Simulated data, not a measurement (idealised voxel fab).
Module name: voxel ribs on slabs (process module)
Square cell edge 5 nm, section width 295 nm, ID cut.
We lay out every cross-section as a grid of square cells and spell it out in bands from the top down, where one band means one or more rows of cells.
What a band's entry tells you: where the top is and where the bottom is, as heights in nm, and after that what lies inside, material by material from left to right, each with its width in nm. Empty space is written as the word "empty", and a single material marked with the word "throughout" occupies the band from edge to edge.
Height 0 is the level under which the wafer as received is all one material. The lowest band goes on downwards, as in "z 0 and below".
Top row gets the first number, bottom row gets the second, and each row in between changes by the same step: that is how a band width like "30 to 40" works.
Step note "everything unchanged" = no cross-section cell changed.
"Fully sealed cavities" enumerates empty spaces isolated from the top, with no open way to it, that contain at least 8 cells, giving each as width x height at distance from the left edge, all three in nm.
That trailing text on a step's line, after the settings, is the simulator's own remark on the step.
overlay nm: where the mask lay relative to plan, measured to the right, on steps with a mask; negatives go left.

THE FOLLOWING LIST GIVES THE PLANNED PROCESS STEPS
| 1 | RECEIVE | material Si |
| 2 | DIRECTIONAL_DEP | material SiO2 | thk nm 20 |
| 3 | DIRECTIONAL_DEP | material SiN | thk nm 25 |
| 4 | MASKED_ETCH | tone cover | mask id RIB | width nm 30 | etch materials SiN | depth nm 5 | overlay nm 0 |
| 5 | PATTERN | tone cover | mask id SLAB | material resist | width nm 60 | thk nm 20 | overlay nm 0 |
| 6 | DIRECTIONAL_ETCH | etch materials SiN | depth nm 20 |
| 7 | STRIP | etch materials resist |
| 8 | FILL_DEP | material SiO2 | thk nm 25 |
| 9 | CMP | height nm 65 |
| 10 | DIRECTIONAL_DEP | material W | thk nm 5 |
| 11 | DIRECTIONAL_DEP | material aC | thk nm 10 |
| 12 | PATTERN | tone cover | mask id HEATER | material resist | width nm 40 | thk nm 30 | overlay nm 0 |
| 13 | DIRECTIONAL_ETCH | etch materials aC | depth nm 10 |
| 14 | STRIP | etch materials resist |
| 15 | DIRECTIONAL_ETCH | etch materials W | depth nm 5 |
| 16 | STRIP | etch materials aC |
| 17 | CONFORMAL_DEP | material SiO2 | thk nm 5 |

THIS IS THE CROSS-SECTION OF THE WAFER AS WE RECEIVED IT, I.E. AFTER STEP 1
* z 0 and below | Si throughout
* Fully sealed cavities: none

CROSS-SECTIONAL RESULT AFTER MODULE COMPLETION. NOTE: STARTING CONDITION AND PLAN ARE UNCHANGED FROM ABOVE; ONE PROCESSING MISTAKE WAS MADE
* z 75 to 70 | empty 115, SiO2 50, empty 130
* z 70 to 65 | SiO2 120, W 40, SiO2 135
* z 65 to 45 | SiO2 throughout
* z 45 to 40 | SiO2 130, SiN 30, SiO2 135
* z 40 to 20 | SiO2 115, SiN 60, SiO2 120
* z 20 to 0 | SiO2 throughout
* z 0 and below | Si throughout
* Fully sealed cavities: none
Heads up, the wafer didn't run the way we planned it: it should be noted that step 12 was executed with settings other than those planned, the operation and settings actually applied being PATTERN | tone cover | mask id HEATER | material resist | width nm 40 | thk nm 30 | overlay nm -5
